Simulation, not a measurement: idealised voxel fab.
process module | voxel spacer lines
cross-section cut | 270 nm wide | cells 5 nm
A cross-section is a grid of square cells, given in bands from the top down. A band is one or more rows of cells.
Each band's line starts with the height of the band's top and of its bottom, in nm. Then come its materials from left to right, each with its width in nm. One material with "throughout" fills the band from edge to edge. "air" is empty space.
Height 0 is the level under which the wafer as received is all one material. The lowest band goes on downwards, as in "0 down".
A width such as "30 to 40" changes by the same amount from each row of cells to the next, from the band's top row to its bottom row.
"no change" after a step means that no cell of the cross-section changed.
closed voids: empty space of 8 cells or more with no open way to the top, each as width x height at its distance from the left edge, in nm
after a step's settings: what the simulator itself notes on the step
overlay nm, on a step with a mask: how far to the right of its planned place the mask lay; to the left if negative
plan
1 op RECEIVE | material Si
2 op CONFORMAL_DEP | material Al2O3 | thk nm 10
3 op DIRECTIONAL_DEP | material polySi | thk nm 20
4 op DIRECTIONAL_DEP | material aC | thk nm 25
5 op PATTERN | tone cover | mask id MANDREL | material resist | width nm 25 | pitch nm 80 | thk nm 35 | overlay nm 0
6 op DIRECTIONAL_ETCH | etch materials aC | depth nm 25
7 op STRIP | etch materials resist
8 op CONFORMAL_DEP | material SiN | thk nm 15
9 op DIRECTIONAL_ETCH | etch materials SiN | depth nm 15
10 op STRIP | etch materials aC
11 op DIRECTIONAL_ETCH | etch materials polySi | depth nm 20
12 op STRIP | etch materials SiN
first wafer, as planned
as received, after step 1
  0 down: Si throughout
  closed voids: none
after step 2
  10 to 0: Al2O3 throughout
  below 0: unchanged
after step 3
  30 to 10: polySi throughout
  below 10: unchanged
after step 4
  55 to 30: aC throughout
  below 30: unchanged
after step 5
  90 to 55: air 80 | resist 25 | air 55 | resist 25 | air 85
  below 55: unchanged
after step 6
  65 to 55: air 80 | resist 25 | air 55 | resist 25 | air 85
  55 to 30: air 80 | aC 25 | air 55 | aC 25 | air 85
  below 30: unchanged
after step 7
  55 to 30: air 80 | aC 25 | air 55 | aC 25 | air 85
  below 30: unchanged
after step 8
  70 to 55: air 65 | SiN 55 | air 25 | SiN 55 | air 70
  55 to 45: air 65 | SiN 15 | aC 25 | SiN 15 | air 25 | SiN 15 | aC 25 | SiN 15 | air 70
  45 to 30: SiN 80 | aC 25 | SiN 55 | aC 25 | SiN 85
  below 30: unchanged
after step 9
  55 to 30: air 65 | SiN 15 | aC 25 | SiN 15 | air 25 | SiN 15 | aC 25 | SiN 15 | air 70
  below 30: unchanged
after step 10
  55 to 30: air 65 | SiN 15 | air 25 | SiN 15 | air 25 | SiN 15 | air 25 | SiN 15 | air 70
  below 30: unchanged
after step 11
  55 to 30: air 65 | SiN 15 | air 25 | SiN 15 | air 25 | SiN 15 | air 25 | SiN 15 | air 70
  30 to 10: air 65 | polySi 15 | air 25 | polySi 15 | air 25 | polySi 15 | air 25 | polySi 15 | air 70
  below 10: unchanged
after step 12
  30 to 10: air 65 | polySi 15 | air 25 | polySi 15 | air 25 | polySi 15 | air 25 | polySi 15 | air 70
  below 10: unchanged
second wafer: like start, like plan, one mistake. Through step 4 it matches the first wafer
when step 5 should have ended
  90 to 55: air 85 | resist 25 | air 55 | resist 25 | air 80
  below 55: unchanged
when step 6 should have ended
  65 to 55: air 85 | resist 25 | air 55 | resist 25 | air 80
  55 to 30: air 85 | aC 25 | air 55 | aC 25 | air 80
  below 30: unchanged
when step 7 should have ended
  55 to 30: air 85 | aC 25 | air 55 | aC 25 | air 80
  below 30: unchanged
when step 8 should have ended
  70 to 55: air 70 | SiN 55 | air 25 | SiN 55 | air 65
  55 to 45: air 70 | SiN 15 | aC 25 | SiN 15 | air 25 | SiN 15 | aC 25 | SiN 15 | air 65
  45 to 30: SiN 85 | aC 25 | SiN 55 | aC 25 | SiN 80
  below 30: unchanged
when step 9 should have ended
  55 to 30: air 70 | SiN 15 | aC 25 | SiN 15 | air 25 | SiN 15 | aC 25 | SiN 15 | air 65
  below 30: unchanged
when step 10 should have ended
  55 to 30: air 70 | SiN 15 | air 25 | SiN 15 | air 25 | SiN 15 | air 25 | SiN 15 | air 65
  below 30: unchanged
when step 11 should have ended
  55 to 30: air 70 | SiN 15 | air 25 | SiN 15 | air 25 | SiN 15 | air 25 | SiN 15 | air 65
  30 to 10: air 70 | polySi 15 | air 25 | polySi 15 | air 25 | polySi 15 | air 25 | polySi 15 | air 65
  below 10: unchanged
when step 12 should have ended
  30 to 10: air 70 | polySi 15 | air 25 | polySi 15 | air 25 | polySi 15 | air 25 | polySi 15 | air 65
  below 10: unchanged
what went wrong: step 5 ran as: op PATTERN | tone cover | mask id MANDREL | material resist | width nm 25 | pitch nm 80 | thk nm 35 | overlay nm 5
at the end the second wafer has, in cells: as many of each material as the first, in other places
